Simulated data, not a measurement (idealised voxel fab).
process module | voxel gate over fins
cross-section cut | 160 nm wide | cells 5 nm
A cross-section is a grid of square cells, given in bands from the top down. A band is one or more rows of cells.
Each band's line starts with the height of the band's top and of its bottom, in nm. Then come its materials from left to right, each with its width in nm. One material with "throughout" fills the band from edge to edge. "air" is empty space.
Height 0 is the level under which the wafer as received is all one material. The lowest band goes on downwards, as in "0 down".
A width such as "30 to 40" changes by the same amount from each row of cells to the next, from the band's top row to its bottom row.
"no change" after a step means that no cell of the cross-section changed.
closed voids: empty space of 8 cells or more with no open way to the top, each as width x height at its distance from the left edge, in nm
after a step's settings: what the simulator itself notes on the step
overlay nm, on a step with a mask: how far to the right of its planned place the mask lay; to the left if negative
Each pair below shows a cross-section before one step and the cross-section after it, down to the lowest band that changed. The line under each pair gives the step between them, with its settings. The pairs can come from different runs of this module on the same starting wafer, so a pair continues from the pair above only where its "before" says so.
before
  0 down: Si throughout
  closed voids: none
after
  5 to 0: SiN throughout
  below 0: unchanged
  closed voids: none
the step between: op CONFORMAL_DEP | material SiN | thk nm 5
before: the cross-section after the pair above
after
  20 to 5: aC throughout
  below 5: unchanged
  closed voids: none
the step between: op DIRECTIONAL_DEP | material aC | thk nm 15
before: the cross-section after the pair above
after
  50 to 20: air 40 | resist 15 | air 45 | resist 15 | air 45
  below 20: unchanged
  closed voids: none
the step between: op PATTERN | tone cover | mask id FINS | material resist | width nm 15 | pitch nm 60 | thk nm 30 | overlay nm 0
before: the cross-section after the pair above
after
  35 to 20: air 40 | resist 15 | air 45 | resist 15 | air 45
  20 to 5: air 40 | aC 15 | air 45 | aC 15 | air 45
  below 5: unchanged
  closed voids: none
the step between: op DIRECTIONAL_ETCH | etch materials aC | depth nm 15
before: the cross-section after the pair above
after
  20 to 5: air 40 | aC 15 | air 45 | aC 15 | air 45
  below 5: unchanged
  closed voids: none
the step between: op STRIP | etch materials resist
before: the cross-section after the pair above
after
  20 to 5: air 40 | aC 15 | air 45 | aC 15 | air 45
  5 to 0: air 40 | SiN 15 | air 45 | SiN 15 | air 45
  below 0: unchanged
  closed voids: none
the step between: op DIRECTIONAL_ETCH | etch materials SiN | depth nm 5
before: the cross-section after the pair above
after
  20 to 5: air 40 | aC 15 | air 45 | aC 15 | air 45
  5 to 0: air 40 | SiN 15 | air 45 | SiN 15 | air 45
  0 to -40: air 40 | Si 15 | air 45 | Si 15 | air 45
  below -40: unchanged
  closed voids: none
the step between: op DIRECTIONAL_ETCH | etch materials Si | depth nm 40
before: the cross-section after the pair above
after
  5 to 0: air 40 | SiN 15 | air 45 | SiN 15 | air 45
  below 0: unchanged
  closed voids: none
the step between: op STRIP | etch materials aC
before: the cross-section after the pair above
after
  5 to 0: air 40 | SiN 15 | air 45 | SiN 15 | air 45
  0 to -40: air 40 | SiO2 5 | Si 5 | SiO2 5 | air 45 | SiO2 5 | Si 5 | SiO2 5 | air 45
  -40 to -45: SiO2 45 | Si 5 | SiO2 55 | Si 5 | SiO2 50
  below -45: unchanged
  closed voids: none
the step between: op OXIDIZE | depth nm 5
before: the cross-section after the pair above
after
  15 to 5: SiO2 throughout
  5 to 0: SiO2 40 | SiN 15 | SiO2 45 | SiN 15 | SiO2 45
  0 to -45: SiO2 45 | Si 5 | SiO2 55 | Si 5 | SiO2 50
  below -45: unchanged
  closed voids: none
the step between: op FILL_DEP | material SiO2 | thk nm 10
before: the cross-section after the pair above
after
  5 to 0: SiO2 40 | SiN 15 | SiO2 45 | SiN 15 | SiO2 45
  below 0: unchanged
  closed voids: none
the step between: op CMP | height nm 5
before: the cross-section after the pair above
after
  20 to 5: aC throughout
  below 5: unchanged
  closed voids: none
the step between: op DIRECTIONAL_DEP | material aC | thk nm 15
before: the cross-section after the pair above
after
  55 to 20: resist 70 | air 15 | resist 75
  below 20: unchanged
  closed voids: none
the step between: op PATTERN | tone open | mask id RAIL | material resist | width nm 15 | thk nm 35 | overlay nm 0
before: the cross-section after the pair above
after
  40 to 20: resist 70 | air 15 | resist 75
  20 to 5: aC 70 | air 15 | aC 75
  below 5: unchanged
  closed voids: none
the step between: op DIRECTIONAL_ETCH | etch materials aC | depth nm 15
before: the cross-section after the pair above
after
  20 to 5: aC 70 | air 15 | aC 75
  below 5: unchanged
  closed voids: none
the step between: op STRIP | etch materials resist
before: the cross-section after the pair above
after
  20 to 5: aC 70 | air 15 | aC 75
  5 to 0: SiO2 40 | SiN 15 | SiO2 15 | air 15 | SiO2 15 | SiN 15 | SiO2 45
  0 to -35: SiO2 45 | Si 5 | SiO2 20 | air 15 | SiO2 20 | Si 5 | SiO2 50
  below -35: unchanged
  closed voids: none
the step between: op DIRECTIONAL_ETCH | etch materials SiO2 | depth nm 40
before: the cross-section after the pair above
after
  5 to 0: SiO2 40 | SiN 15 | SiO2 15 | air 15 | SiO2 15 | SiN 15 | SiO2 45
  below 0: unchanged
  closed voids: none
the step between: op STRIP | etch materials aC
before: the cross-section after the pair above
after
  10 to 5: TiN 75 | air 5 | TiN 80
  5 to 0: SiO2 40 | SiN 15 | SiO2 15 | TiN 5 | air 5 | TiN 5 | SiO2 15 | SiN 15 | SiO2 45
  0 to -30: SiO2 45 | Si 5 | SiO2 20 | TiN 5 | air 5 | TiN 5 | SiO2 20 | Si 5 | SiO2 50
  -30 to -35: SiO2 45 | Si 5 | SiO2 20 | TiN 15 | SiO2 20 | Si 5 | SiO2 50
  below -35: unchanged
  closed voids: none
the step between: op CONFORMAL_DEP | material TiN | thk nm 5
before: the cross-section after the pair above
after
  15 to 10: W throughout
  10 to 5: TiN 75 | W 5 | TiN 80
  5 to 0: SiO2 40 | SiN 15 | SiO2 15 | TiN 5 | W 5 | TiN 5 | SiO2 15 | SiN 15 | SiO2 45
  0 to -30: SiO2 45 | Si 5 | SiO2 20 | TiN 5 | W 5 | TiN 5 | SiO2 20 | Si 5 | SiO2 50
  below -30: unchanged
  closed voids: none
the step between: op FILL_DEP | material W | thk nm 5
before: the cross-section after the pair above
after
  5 to 0: SiO2 40 | SiN 15 | SiO2 15 | TiN 5 | W 5 | TiN 5 | SiO2 15 | SiN 15 | SiO2 45
  below 0: unchanged
  closed voids: none
the step between: op CMP | height nm 5
before: the cross-section after the pair above
after
  5 to 0: SiO2 40 | SiN 15 | SiO2 15 | air 15 | SiO2 15 | SiN 15 | SiO2 45
  0 to -15: SiO2 45 | Si 5 | SiO2 20 | air 15 | SiO2 20 | Si 5 | SiO2 50
  below -15: unchanged
  closed voids: none
the step between: op SELECTIVE_ETCH | etch materials W Ru TiN | depth nm 20
before: the cross-section after the pair above
after
  10 to 5: SiO2 throughout
  5 to 0: SiO2 40 | SiN 15 | SiO2 45 | SiN 15 | SiO2 45
  0 to -15: SiO2 45 | Si 5 | SiO2 55 | Si 5 | SiO2 50
  below -15: unchanged
  closed voids: none
the step between: op FILL_DEP | material SiO2 | thk nm 5
before: the cross-section after the pair above
after
  5 to 0: SiO2 40 | SiN 15 | SiO2 45 | SiN 15 | SiO2 45
  below 0: unchanged
  closed voids: none
the step between: op CMP | height nm 5
before: the cross-section after the pair above
after
  5 to 0: air 40 | SiN 15 | air 45 | SiN 15 | air 45
  0 to -10: air 45 | Si 5 | air 55 | Si 5 | air 50
  below -10: unchanged
  closed voids: none
the step between: op SELECTIVE_ETCH | etch materials SiO2 | depth nm 15
before: the cross-section after the pair above
after
  0 to -10: air 45 | Si 5 | air 55 | Si 5 | air 50
  below -10: unchanged
  closed voids: none
the step between: op STRIP | etch materials SiN
before: the cross-section after the pair above
after
  5 to 0: air 40 | HfO2 15 | air 45 | HfO2 15 | air 45
  0 to -5: air 40 | HfO2 5 | Si 5 | HfO2 5 | air 45 | HfO2 5 | Si 5 | HfO2 5 | air 45
  -5 to -10: HfO2 45 | Si 5 | HfO2 55 | Si 5 | HfO2 50
  below -10: unchanged
  closed voids: none
the step between: op CONFORMAL_DEP | material HfO2 | thk nm 5
before: the cross-section after the pair above
after
  10 to 5: air 35 | TiN 25 | air 35 | TiN 25 | air 40
  5 to 0: air 35 | TiN 5 | HfO2 15 | TiN 5 | air 35 | TiN 5 | HfO2 15 | TiN 5 | air 40
  0 to -5: TiN 40 | HfO2 5 | Si 5 | HfO2 5 | TiN 45 | HfO2 5 | Si 5 | HfO2 5 | TiN 45
  below -5: unchanged
  closed voids: none
the step between: op CONFORMAL_DEP | material TiN | thk nm 5
before: the cross-section after the pair above
after
  15 to 10: air 30 | TiAl 35 | air 25 | TiAl 35 | air 35
  10 to 5: air 30 | TiAl 5 | TiN 25 | TiAl 5 | air 25 | TiAl 5 | TiN 25 | TiAl 5 | air 35
  5 to 0: TiAl 35 | TiN 5 | HfO2 15 | TiN 5 | TiAl 35 | TiN 5 | HfO2 15 | TiN 5 | TiAl 40
  below 0: unchanged
  closed voids: none
the step between: op CONFORMAL_DEP | material TiAl | thk nm 5
before: the cross-section after the pair above
after
  20 to 15: air 25 | TiN 45 | air 15 | TiN 45 | air 30
  15 to 10: air 25 | TiN 5 | TiAl 35 | TiN 5 | air 15 | TiN 5 | TiAl 35 | TiN 5 | air 30
  10 to 5: TiN 30 | TiAl 5 | TiN 25 | TiAl 5 | TiN 25 | TiAl 5 | TiN 25 | TiAl 5 | TiN 35
  below 5: unchanged
  closed voids: none
the step between: op CONFORMAL_DEP | material TiN | thk nm 5
before: the cross-section after the pair above
after
  35 to 20: W throughout
  20 to 15: W 25 | TiN 45 | W 15 | TiN 45 | W 30
  15 to 10: W 25 | TiN 5 | TiAl 35 | TiN 5 | W 15 | TiN 5 | TiAl 35 | TiN 5 | W 30
  below 10: unchanged
  closed voids: none
the step between: op FILL_DEP | material W | thk nm 15
before: the cross-section after the pair above
after
  30 to 20: W throughout
  below 20: unchanged
  closed voids: none
the step between: op CMP | height nm 30
before: the cross-section after the pair above
after
  40 to 30: SiCN throughout
  below 30: unchanged
  closed voids: none
the step between: op CONFORMAL_DEP | material SiCN | thk nm 10
before
  10 to 5: air 35 | TiN 25 | air 35 | TiN 25 | air 40
  5 to 0: air 35 | TiN 5 | HfO2 15 | TiN 5 | air 35 | TiN 5 | HfO2 15 | TiN 5 | air 40
  0 to -5: TiN 40 | HfO2 5 | Si 5 | HfO2 5 | TiN 45 | HfO2 5 | Si 5 | HfO2 5 | TiN 45
  -5 to -10: HfO2 45 | Si 5 | HfO2 55 | Si 5 | HfO2 50
  -10 to -15: SiO2 45 | Si 5 | SiO2 55 | Si 5 | SiO2 50
  -15 to -30: SiO2 45 | Si 5 | SiO2 20 | TiN 5 | W 5 | TiN 5 | SiO2 20 | Si 5 | SiO2 50
  -30 to -35: SiO2 45 | Si 5 | SiO2 20 | TiN 15 | SiO2 20 | Si 5 | SiO2 50
  -35 to -45: SiO2 45 | Si 5 | SiO2 55 | Si 5 | SiO2 50
  -45 down: Si throughout
  closed voids: none
after
  15 to 5: air 30 | TiN 35 | air 25 | TiN 35 | air 35
  5 to 0: TiN 40 | HfO2 15 | TiN 45 | HfO2 15 | TiN 45
  below 0: unchanged
  closed voids: none
the step between: op CONFORMAL_DEP | material TiN | thk nm 5
before: the cross-section after the pair above
after
  30 to 15: W throughout
  15 to 5: W 30 | TiN 35 | W 25 | TiN 35 | W 35
  below 5: unchanged
  closed voids: none
the step between: op FILL_DEP | material W | thk nm 15
before: the cross-section after the pair above
after
  40 to 30: SiCN throughout
  below 30: unchanged
  closed voids: none
the step between: op CONFORMAL_DEP | material SiCN | thk nm 10
before
  5 to 0: air 40 | SiN 15 | air 45 | SiN 15 | air 45
  0 to -10: air 45 | Si 5 | air 55 | Si 5 | air 50
  -10 to -15: SiO2 45 | Si 5 | SiO2 55 | Si 5 | SiO2 50
  -15 to -30: SiO2 45 | Si 5 | SiO2 20 | TiN 5 | W 5 | TiN 5 | SiO2 20 | Si 5 | SiO2 50
  -30 to -35: SiO2 45 | Si 5 | SiO2 20 | TiN 15 | SiO2 20 | Si 5 | SiO2 50
  -35 to -45: SiO2 45 | Si 5 | SiO2 55 | Si 5 | SiO2 50
  -45 down: Si throughout
  closed voids: none
after
  5 to 0: air 40 | SiN 15 | air 45 | SiN 15 | air 45
  0 to -15: air 45 | Si 5 | air 55 | Si 5 | air 50
  -15 to -25: air 45 | Si 5 | air 20 | TiN 5 | W 5 | TiN 5 | air 20 | Si 5 | air 50
  below -25: unchanged
  closed voids: none
the step between: op SELECTIVE_ETCH | etch materials SiO2 | depth nm 15
before: the cross-section after the pair above
after
  0 to -15: air 45 | Si 5 | air 55 | Si 5 | air 50
  below -15: unchanged
  closed voids: none
the step between: op STRIP | etch materials SiN
before: the cross-section after the pair above
after
  5 to 0: air 40 | HfO2 15 | air 45 | HfO2 15 | air 45
  0 to -10: air 40 | HfO2 5 | Si 5 | HfO2 5 | air 45 | HfO2 5 | Si 5 | HfO2 5 | air 45
  -10 to -15: air 40 | HfO2 5 | Si 5 | HfO2 5 | air 10 | HfO2 25 | air 10 | HfO2 5 | Si 5 | HfO2 5 | air 45
  -15 to -20: air 40 | HfO2 5 | Si 5 | HfO2 5 | air 10 | HfO2 5 | TiN 5 | W 5 | TiN 5 | HfO2 5 | air 10 | HfO2 5 | Si 5 | HfO2 5 | air 45
  -20 to -25: HfO2 45 | Si 5 | HfO2 20 | TiN 5 | W 5 | TiN 5 | HfO2 20 | Si 5 | HfO2 50
  below -25: unchanged
  closed voids: none
the step between: op CONFORMAL_DEP | material HfO2 | thk nm 5
before: the cross-section after the pair above
after
  10 to 5: air 35 | TiN 25 | air 35 | TiN 25 | air 40
  5 to 0: air 35 | TiN 5 | HfO2 15 | TiN 5 | air 35 | TiN 5 | HfO2 15 | TiN 5 | air 40
  0 to -5: air 35 | TiN 5 | HfO2 5 | Si 5 | HfO2 5 | TiN 5 | air 35 | TiN 5 | HfO2 5 | Si 5 | HfO2 5 | TiN 5 | air 40
  -5 to -10: air 35 | TiN 5 | HfO2 5 | Si 5 | HfO2 5 | TiN 45 | HfO2 5 | Si 5 | HfO2 5 | TiN 5 | air 40
  -10 to -15: air 35 | TiN 5 | HfO2 5 | Si 5 | HfO2 5 | TiN 10 | HfO2 25 | TiN 10 | HfO2 5 | Si 5 | HfO2 5 | TiN 5 | air 40
  -15 to -20: TiN 40 | HfO2 5 | Si 5 | HfO2 5 | TiN 10 | HfO2 5 | TiN 5 | W 5 | TiN 5 | HfO2 5 | TiN 10 | HfO2 5 | Si 5 | HfO2 5 | TiN 45
  below -20: unchanged
  closed voids: none
the step between: op CONFORMAL_DEP | material TiN | thk nm 5
before: the cross-section after the pair above
after
  15 to 10: air 30 | TiAl 35 | air 25 | TiAl 35 | air 35
  10 to 5: air 30 | TiAl 5 | TiN 25 | TiAl 5 | air 25 | TiAl 5 | TiN 25 | TiAl 5 | air 35
  5 to 0: air 30 | TiAl 5 | TiN 5 | HfO2 15 | TiN 5 | TiAl 5 | air 25 | TiAl 5 | TiN 5 | HfO2 15 | TiN 5 | TiAl 5 | air 35
  0 to -5: air 30 | TiAl 5 | TiN 5 | HfO2 5 | Si 5 | HfO2 5 | TiN 5 | TiAl 35 | TiN 5 | HfO2 5 | Si 5 | HfO2 5 | TiN 5 | TiAl 5 | air 35
  -5 to -10: air 30 | TiAl 5 | TiN 5 | HfO2 5 | Si 5 | HfO2 5 | TiN 45 | HfO2 5 | Si 5 | HfO2 5 | TiN 5 | TiAl 5 | air 35
  -10 to -15: TiAl 35 | TiN 5 | HfO2 5 | Si 5 | HfO2 5 | TiN 10 | HfO2 25 | TiN 10 | HfO2 5 | Si 5 | HfO2 5 | TiN 5 | TiAl 40
  below -15: unchanged
  closed voids: none
the step between: op CONFORMAL_DEP | material TiAl | thk nm 5
before: the cross-section after the pair above
after
  20 to 15: air 25 | TiN 45 | air 15 | TiN 45 | air 30
  15 to 10: air 25 | TiN 5 | TiAl 35 | TiN 5 | air 15 | TiN 5 | TiAl 35 | TiN 5 | air 30
  10 to 5: air 25 | TiN 5 | TiAl 5 | TiN 25 | TiAl 5 | TiN 5 | air 15 | TiN 5 | TiAl 5 | TiN 25 | TiAl 5 | TiN 5 | air 30
  5 to 0: air 25 | TiN 5 | TiAl 5 | TiN 5 | HfO2 15 | TiN 5 | TiAl 5 | TiN 25 | TiAl 5 | TiN 5 | HfO2 15 | TiN 5 | TiAl 5 | TiN 5 | air 30
  0 to -5: air 25 | TiN 5 | TiAl 5 | TiN 5 | HfO2 5 | Si 5 | HfO2 5 | TiN 5 | TiAl 35 | TiN 5 | HfO2 5 | Si 5 | HfO2 5 | TiN 5 | TiAl 5 | TiN 5 | air 30
  -5 to -10: TiN 30 | TiAl 5 | TiN 5 | HfO2 5 | Si 5 | HfO2 5 | TiN 45 | HfO2 5 | Si 5 | HfO2 5 | TiN 5 | TiAl 5 | TiN 35
  below -10: unchanged
  closed voids: none
the step between: op CONFORMAL_DEP | material TiN | thk nm 5
before: the cross-section after the pair above
after
  35 to 20: W throughout
  20 to 15: W 25 | TiN 45 | W 15 | TiN 45 | W 30
  15 to 10: W 25 | TiN 5 | TiAl 35 | TiN 5 | W 15 | TiN 5 | TiAl 35 | TiN 5 | W 30
  10 to 5: W 25 | TiN 5 | TiAl 5 | TiN 25 | TiAl 5 | TiN 5 | W 15 | TiN 5 | TiAl 5 | TiN 25 | TiAl 5 | TiN 5 | W 30
  5 to 0: W 25 | TiN 5 | TiAl 5 | TiN 5 | HfO2 15 | TiN 5 | TiAl 5 | TiN 25 | TiAl 5 | TiN 5 | HfO2 15 | TiN 5 | TiAl 5 | TiN 5 | W 30
  0 to -5: W 25 | TiN 5 | TiAl 5 | TiN 5 | HfO2 5 | Si 5 | HfO2 5 | TiN 5 | TiAl 35 | TiN 5 | HfO2 5 | Si 5 | HfO2 5 | TiN 5 | TiAl 5 | TiN 5 | W 30
  below -5: unchanged
  closed voids: none
the step between: op FILL_DEP | material W | thk nm 15
before: the cross-section after the pair above
after
  30 to 20: W throughout
  below 20: unchanged
  closed voids: none
the step between: op CMP | height nm 30
before: the cross-section after the pair above
after
  40 to 30: SiCN throughout
  below 30: unchanged
  closed voids: none
the step between: op CONFORMAL_DEP | material SiCN | thk nm 10
before
  5 to 0: air 40 | HfO2 15 | air 45 | HfO2 15 | air 45
  0 to -5: air 40 | HfO2 5 | Si 5 | HfO2 5 | air 45 | HfO2 5 | Si 5 | HfO2 5 | air 45
  -5 to -10: HfO2 45 | Si 5 | HfO2 55 | Si 5 | HfO2 50
  -10 to -15: SiO2 45 | Si 5 | SiO2 55 | Si 5 | SiO2 50
  -15 to -30: SiO2 45 | Si 5 | SiO2 20 | TiN 5 | W 5 | TiN 5 | SiO2 20 | Si 5 | SiO2 50
  -30 to -35: SiO2 45 | Si 5 | SiO2 20 | TiN 15 | SiO2 20 | Si 5 | SiO2 50
  -35 to -45: SiO2 45 | Si 5 | SiO2 55 | Si 5 | SiO2 50
  -45 down: Si throughout
  closed voids: none
after
  10 to 5: air 35 | TiAl 25 | air 35 | TiAl 25 | air 40
  5 to 0: air 35 | TiAl 5 | HfO2 15 | TiAl 5 | air 35 | TiAl 5 | HfO2 15 | TiAl 5 | air 40
  0 to -5: TiAl 40 | HfO2 5 | Si 5 | HfO2 5 | TiAl 45 | HfO2 5 | Si 5 | HfO2 5 | TiAl 45
  below -5: unchanged
  closed voids: none
the step between: op CONFORMAL_DEP | material TiAl | thk nm 5
before: the cross-section after the pair above
after
  15 to 10: air 30 | TiN 35 | air 25 | TiN 35 | air 35
  10 to 5: air 30 | TiN 5 | TiAl 25 | TiN 5 | air 25 | TiN 5 | TiAl 25 | TiN 5 | air 35
  5 to 0: TiN 35 | TiAl 5 | HfO2 15 | TiAl 5 | TiN 35 | TiAl 5 | HfO2 15 | TiAl 5 | TiN 40
  below 0: unchanged
  closed voids: none
the step between: op CONFORMAL_DEP | material TiN | thk nm 5
before: the cross-section after the pair above
after
  20 to 10: air 25 | TiN 45 | air 15 | TiN 45 | air 30
  10 to 5: TiN 35 | TiAl 25 | TiN 35 | TiAl 25 | TiN 40
  below 5: unchanged
  closed voids: none
the step between: op CONFORMAL_DEP | material TiN | thk nm 5
before: the cross-section after the pair above
after
  35 to 20: W throughout
  20 to 10: W 25 | TiN 45 | W 15 | TiN 45 | W 30
  below 10: unchanged
  closed voids: none
the step between: op FILL_DEP | material W | thk nm 15
before: the cross-section after the pair above
after
  30 to 20: W throughout
  below 20: unchanged
  closed voids: none
the step between: op CMP | height nm 30
before: the cross-section after the pair above
after
  40 to 30: SiCN throughout
  below 30: unchanged
  closed voids: none
the step between: op CONFORMAL_DEP | material SiCN | thk nm 10
before
  5 to 0: air 40 | HfO2 15 | air 45 | HfO2 15 | air 45
  0 to -5: air 40 | HfO2 5 | Si 5 | HfO2 5 | air 45 | HfO2 5 | Si 5 | HfO2 5 | air 45
  -5 to -10: HfO2 45 | Si 5 | HfO2 55 | Si 5 | HfO2 50
  -10 to -15: SiO2 45 | Si 5 | SiO2 55 | Si 5 | SiO2 50
  -15 to -30: SiO2 45 | Si 5 | SiO2 20 | TiN 5 | W 5 | TiN 5 | SiO2 20 | Si 5 | SiO2 50
  -30 to -35: SiO2 45 | Si 5 | SiO2 20 | TiN 15 | SiO2 20 | Si 5 | SiO2 50
  -35 to -45: SiO2 45 | Si 5 | SiO2 55 | Si 5 | SiO2 50
  -45 down: Si throughout
  closed voids: none
after
  20 to 10: air 25 | TiN 45 | air 15 | TiN 45 | air 30
  10 to 5: TiN throughout
  5 to 0: TiN 40 | HfO2 15 | TiN 45 | HfO2 15 | TiN 45
  0 to -5: TiN 40 | HfO2 5 | Si 5 | HfO2 5 | TiN 45 | HfO2 5 | Si 5 | HfO2 5 | TiN 45
  below -5: unchanged
  closed voids: none
the step between: op CONFORMAL_DEP | material TiN | thk nm 15
before: the cross-section after the pair above
after
  25 to 20: air 20 | TiAl 55 | air 5 | TiAl 55 | air 25
  20 to 15: air 20 | TiAl 5 | TiN 45 | TiAl 5 | air 5 | TiAl 5 | TiN 45 | TiAl 5 | air 25
  15 to 10: TiAl 25 | TiN 45 | TiAl 15 | TiN 45 | TiAl 30
  below 10: unchanged
  closed voids: none
the step between: op CONFORMAL_DEP | material TiAl | thk nm 5
before: the cross-section after the pair above
after
  30 to 25: air 15 | TiN 125 | air 20
  25 to 20: air 15 | TiN 5 | TiAl 55 | TiN 5 | TiAl 55 | TiN 5 | air 20
  20 to 15: TiN 20 | TiAl 5 | TiN 45 | TiAl 5 | TiN 5 | TiAl 5 | TiN 45 | TiAl 5 | TiN 25
  below 15: unchanged
  closed voids: none
the step between: op CONFORMAL_DEP | material TiN | thk nm 5
before: the cross-section after the pair above
after
  45 to 30: W throughout
  30 to 25: W 15 | TiN 125 | W 20
  25 to 20: W 15 | TiN 5 | TiAl 55 | TiN 5 | TiAl 55 | TiN 5 | W 20
  below 20: unchanged
  closed voids: none
the step between: op FILL_DEP | material W | thk nm 15
before: the cross-section after the pair above
after
  30 to 25: W 15 | TiN 125 | W 20
  below 25: unchanged
  closed voids: none
the step between: op CMP | height nm 30
before: the cross-section after the pair above
after
  40 to 30: SiCN throughout
  below 30: unchanged
  closed voids: none
the step between: op CONFORMAL_DEP | material SiCN | thk nm 10
before
  20 to 5: aC throughout
  5 to 0: SiN throughout
  0 down: Si throughout
  closed voids: none
after
  50 to 20: air 35 | resist 25 | air 35 | resist 25 | air 40
  below 20: unchanged
  closed voids: none
the step between: op PATTERN | tone cover | mask id FINS | material resist | width nm 25 | pitch nm 60 | thk nm 30 | overlay nm 0
before: the cross-section after the pair above
after
  35 to 20: air 35 | resist 25 | air 35 | resist 25 | air 40
  20 to 5: air 35 | aC 25 | air 35 | aC 25 | air 40
  below 5: unchanged
  closed voids: none
the step between: op DIRECTIONAL_ETCH | etch materials aC | depth nm 15
before: the cross-section after the pair above
after
  20 to 5: air 35 | aC 25 | air 35 | aC 25 | air 40
  below 5: unchanged
  closed voids: none
the step between: op STRIP | etch materials resist
before: the cross-section after the pair above
after
  20 to 5: air 35 | aC 25 | air 35 | aC 25 | air 40
  5 to 0: air 35 | SiN 25 | air 35 | SiN 25 | air 40
  below 0: unchanged
  closed voids: none
the step between: op DIRECTIONAL_ETCH | etch materials SiN | depth nm 5
before: the cross-section after the pair above
after
  20 to 5: air 35 | aC 25 | air 35 | aC 25 | air 40
  5 to 0: air 35 | SiN 25 | air 35 | SiN 25 | air 40
  0 to -40: air 35 | Si 25 | air 35 | Si 25 | air 40
  below -40: unchanged
  closed voids: none
the step between: op DIRECTIONAL_ETCH | etch materials Si | depth nm 40
before: the cross-section after the pair above
after
  5 to 0: air 35 | SiN 25 | air 35 | SiN 25 | air 40
  below 0: unchanged
  closed voids: none
the step between: op STRIP | etch materials aC
before: the cross-section after the pair above
after
  5 to 0: air 35 | SiN 25 | air 35 | SiN 25 | air 40
  0 to -40: air 35 | SiO2 5 | Si 15 | SiO2 5 | air 35 | SiO2 5 | Si 15 | SiO2 5 | air 40
  -40 to -45: SiO2 40 | Si 15 | SiO2 45 | Si 15 | SiO2 45
  below -45: unchanged
  closed voids: none
the step between: op OXIDIZE | depth nm 5
before: the cross-section after the pair above
after
  15 to 5: SiO2 throughout
  5 to 0: SiO2 35 | SiN 25 | SiO2 35 | SiN 25 | SiO2 40
  0 to -45: SiO2 40 | Si 15 | SiO2 45 | Si 15 | SiO2 45
  below -45: unchanged
  closed voids: none
the step between: op FILL_DEP | material SiO2 | thk nm 10
before: the cross-section after the pair above
after
  5 to 0: SiO2 35 | SiN 25 | SiO2 35 | SiN 25 | SiO2 40
  below 0: unchanged
  closed voids: none
the step between: op CMP | height nm 5
before: the cross-section after the pair above
after
  20 to 5: aC throughout
  below 5: unchanged
  closed voids: none
the step between: op DIRECTIONAL_DEP | material aC | thk nm 15
before: the cross-section after the pair above
after
  55 to 20: resist 70 | air 15 | resist 75
  below 20: unchanged
  closed voids: none
the step between: op PATTERN | tone open | mask id RAIL | material resist | width nm 15 | thk nm 35 | overlay nm 0
before: the cross-section after the pair above
after
  40 to 20: resist 70 | air 15 | resist 75
  20 to 5: aC 70 | air 15 | aC 75
  below 5: unchanged
  closed voids: none
the step between: op DIRECTIONAL_ETCH | etch materials aC | depth nm 15
before: the cross-section after the pair above
after
  20 to 5: aC 70 | air 15 | aC 75
  below 5: unchanged
  closed voids: none
the step between: op STRIP | etch materials resist
before: the cross-section after the pair above
after
  20 to 5: aC 70 | air 15 | aC 75
  5 to 0: SiO2 35 | SiN 25 | SiO2 10 | air 15 | SiO2 10 | SiN 25 | SiO2 40
  0 to -35: SiO2 40 | Si 15 | SiO2 15 | air 15 | SiO2 15 | Si 15 | SiO2 45
  below -35: unchanged
  closed voids: none
the step between: op DIRECTIONAL_ETCH | etch materials SiO2 | depth nm 40
before: the cross-section after the pair above
after
  5 to 0: SiO2 35 | SiN 25 | SiO2 10 | air 15 | SiO2 10 | SiN 25 | SiO2 40
  below 0: unchanged
  closed voids: none
the step between: op STRIP | etch materials aC
before: the cross-section after the pair above
after
  10 to 5: TiN 75 | air 5 | TiN 80
  5 to 0: SiO2 35 | SiN 25 | SiO2 10 | TiN 5 | air 5 | TiN 5 | SiO2 10 | SiN 25 | SiO2 40
  0 to -30: SiO2 40 | Si 15 | SiO2 15 | TiN 5 | air 5 | TiN 5 | SiO2 15 | Si 15 | SiO2 45
  -30 to -35: SiO2 40 | Si 15 | SiO2 15 | TiN 15 | SiO2 15 | Si 15 | SiO2 45
  below -35: unchanged
  closed voids: none
the step between: op CONFORMAL_DEP | material TiN | thk nm 5
before: the cross-section after the pair above
after
  15 to 10: W throughout
  10 to 5: TiN 75 | W 5 | TiN 80
  5 to 0: SiO2 35 | SiN 25 | SiO2 10 | TiN 5 | W 5 | TiN 5 | SiO2 10 | SiN 25 | SiO2 40
  0 to -30: SiO2 40 | Si 15 | SiO2 15 | TiN 5 | W 5 | TiN 5 | SiO2 15 | Si 15 | SiO2 45
  below -30: unchanged
  closed voids: none
the step between: op FILL_DEP | material W | thk nm 5
before: the cross-section after the pair above
after
  5 to 0: SiO2 35 | SiN 25 | SiO2 10 | TiN 5 | W 5 | TiN 5 | SiO2 10 | SiN 25 | SiO2 40
  below 0: unchanged
  closed voids: none
the step between: op CMP | height nm 5
before: the cross-section after the pair above
after
  5 to 0: SiO2 35 | SiN 25 | SiO2 10 | air 15 | SiO2 10 | SiN 25 | SiO2 40
  0 to -15: SiO2 40 | Si 15 | SiO2 15 | air 15 | SiO2 15 | Si 15 | SiO2 45
  below -15: unchanged
  closed voids: none
the step between: op SELECTIVE_ETCH | etch materials W Ru TiN | depth nm 20
before: the cross-section after the pair above
after
  10 to 5: SiO2 throughout
  5 to 0: SiO2 35 | SiN 25 | SiO2 35 | SiN 25 | SiO2 40
  0 to -15: SiO2 40 | Si 15 | SiO2 45 | Si 15 | SiO2 45
  below -15: unchanged
  closed voids: none
the step between: op FILL_DEP | material SiO2 | thk nm 5
before: the cross-section after the pair above
after
  5 to 0: SiO2 35 | SiN 25 | SiO2 35 | SiN 25 | SiO2 40
  below 0: unchanged
  closed voids: none
the step between: op CMP | height nm 5
before: the cross-section after the pair above
after
  5 to 0: air 35 | SiN 25 | air 35 | SiN 25 | air 40
  0 to -10: air 40 | Si 15 | air 45 | Si 15 | air 45
  below -10: unchanged
  closed voids: none
the step between: op SELECTIVE_ETCH | etch materials SiO2 | depth nm 15
before: the cross-section after the pair above
after
  0 to -10: air 40 | Si 15 | air 45 | Si 15 | air 45
  below -10: unchanged
  closed voids: none
the step between: op STRIP | etch materials SiN
before: the cross-section after the pair above
after
  5 to 0: air 35 | HfO2 25 | air 35 | HfO2 25 | air 40
  0 to -5: air 35 | HfO2 5 | Si 15 | HfO2 5 | air 35 | HfO2 5 | Si 15 | HfO2 5 | air 40
  -5 to -10: HfO2 40 | Si 15 | HfO2 45 | Si 15 | HfO2 45
  below -10: unchanged
  closed voids: none
the step between: op CONFORMAL_DEP | material HfO2 | thk nm 5
before: the cross-section after the pair above
after
  10 to 5: air 30 | TiN 35 | air 25 | TiN 35 | air 35
  5 to 0: air 30 | TiN 5 | HfO2 25 | TiN 5 | air 25 | TiN 5 | HfO2 25 | TiN 5 | air 35
  0 to -5: TiN 35 | HfO2 5 | Si 15 | HfO2 5 | TiN 35 | HfO2 5 | Si 15 | HfO2 5 | TiN 40
  below -5: unchanged
  closed voids: none
the step between: op CONFORMAL_DEP | material TiN | thk nm 5
